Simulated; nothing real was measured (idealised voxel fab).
process module | voxel self aligned contacts
cross-section cut | 265 nm wide | cells 5 nm
A cross-section is a grid of square cells, given in bands from the top down. A band is one or more rows of cells.
Each band's line starts with the height of the band's top and of its bottom, in nm. Then come its materials from left to right, each with its width in nm. One material with "throughout" fills the band from edge to edge. "air" is empty space.
Height 0 is the level under which the wafer as received is all one material. The lowest band goes on downwards, as in "0 down".
A width such as "30 to 40" changes by the same amount from each row of cells to the next, from the band's top row to its bottom row.
"no change" after a step means that no cell of the cross-section changed.
closed voids: empty space of 8 cells or more with no open way to the top, each as width x height at its distance from the left edge, in nm
after a step's settings: what the simulator itself notes on the step
overlay nm, on a step with a mask: how far to the right of its planned place the mask lay; to the left if negative
plan
1 op RECEIVE | material Si
2 op OXIDIZE | depth nm 5
3 op DIRECTIONAL_DEP | material polySi | thk nm 20
4 op DIRECTIONAL_DEP | material SiN | thk nm 20
5 op MASKED_ETCH | tone cover | mask id GATE | width nm 35 | pitch nm 60 | etch materials SiN | depth nm 20 | overlay nm -15
6 op MASKED_ETCH | tone cover | mask id GATE | width nm 35 | pitch nm 60 | etch materials polySi | depth nm 20 | overlay nm 0
7 op CONFORMAL_DEP | material SiN | thk nm 5
8 op DIRECTIONAL_ETCH | etch materials SiN | depth nm 5
9 op FILL_DEP | material SiO2 | thk nm 10
10 op CMP | height nm 45
11 op PATTERN | tone open | mask id CONTACT | material resist | width nm 45 | thk nm 20 | overlay nm 0
12 op DIRECTIONAL_ETCH | etch materials SiO2 | depth nm 50
13 op STRIP | etch materials resist
14 op CONFORMAL_DEP | material TiN | thk nm 5
15 op FILL_DEP | material W | thk nm 10
16 op CMP | height nm 45
17 op CONFORMAL_DEP | material SiN | thk nm 5
varied across the wafers: overlay nm of step 5. The plan shows the first wafer's value. All wafers start alike
first wafer as received, after step 1
  0 down: Si throughout
  closed voids: none
first wafer at the end, after step 17
  50 to 45: SiN throughout
  45 to 40: SiO2 110 | TiN 5 | W 5 | TiN 35 | SiO2 110
  40 to 25: SiO2 65 | SiN 45 | TiN 5 | W 5 | TiN 5 | SiN 45 | SiO2 95
  25 to 20: SiO2 65 | SiN 45 | TiN 15 | SiN 45 | SiO2 95
  20 to 0: SiO2 65 | SiN 5 | polySi 50 | SiN 10 | polySi 50 | SiN 5 | SiO2 80
  0 to -5: SiO2 throughout
  -5 down: Si throughout
  closed voids: none
last wafer at the end
  50 to 45: SiN throughout
  45 to 40: SiO2 110 | TiN 35 | W 5 | TiN 5 | SiO2 110
  40 to 25: SiO2 95 | SiN 45 | TiN 5 | W 5 | TiN 5 | SiN 45 | SiO2 65
  25 to 20: SiO2 95 | SiN 45 | TiN 15 | SiN 45 | SiO2 65
  20 to 0: SiO2 80 | SiN 5 | polySi 50 | SiN 10 | polySi 50 | SiN 5 | SiO2 65
  0 to -5: SiO2 throughout
  -5 down: Si throughout
  closed voids: none
each wafer at the end: cells of each material gained (+) or lost (-) since it was received, then its closed voids
overlay nm -15 | -53 Si | +141 SiN | +341 SiO2 | +17 TiN | +4 W | +80 polySi | closed voids: none
overlay nm -10 | -53 Si | +141 SiN | +344 SiO2 | +22 TiN | +4 W | +72 polySi | closed voids: none
overlay nm -5 | -53 Si | +141 SiN | +347 SiO2 | +27 TiN | +4 W | +64 polySi | closed voids: none
overlay nm 0 | -53 Si | +141 SiN | +350 SiO2 | +27 TiN | +9 W | +56 polySi | closed voids: none
overlay nm 5 | -53 Si | +141 SiN | +347 SiO2 | +27 TiN | +4 W | +64 polySi | closed voids: none
overlay nm 10 | -53 Si | +141 SiN | +344 SiO2 | +22 TiN | +4 W | +72 polySi | closed voids: none
overlay nm 15 | -53 Si | +141 SiN | +341 SiO2 | +17 TiN | +4 W | +80 polySi | closed voids: none
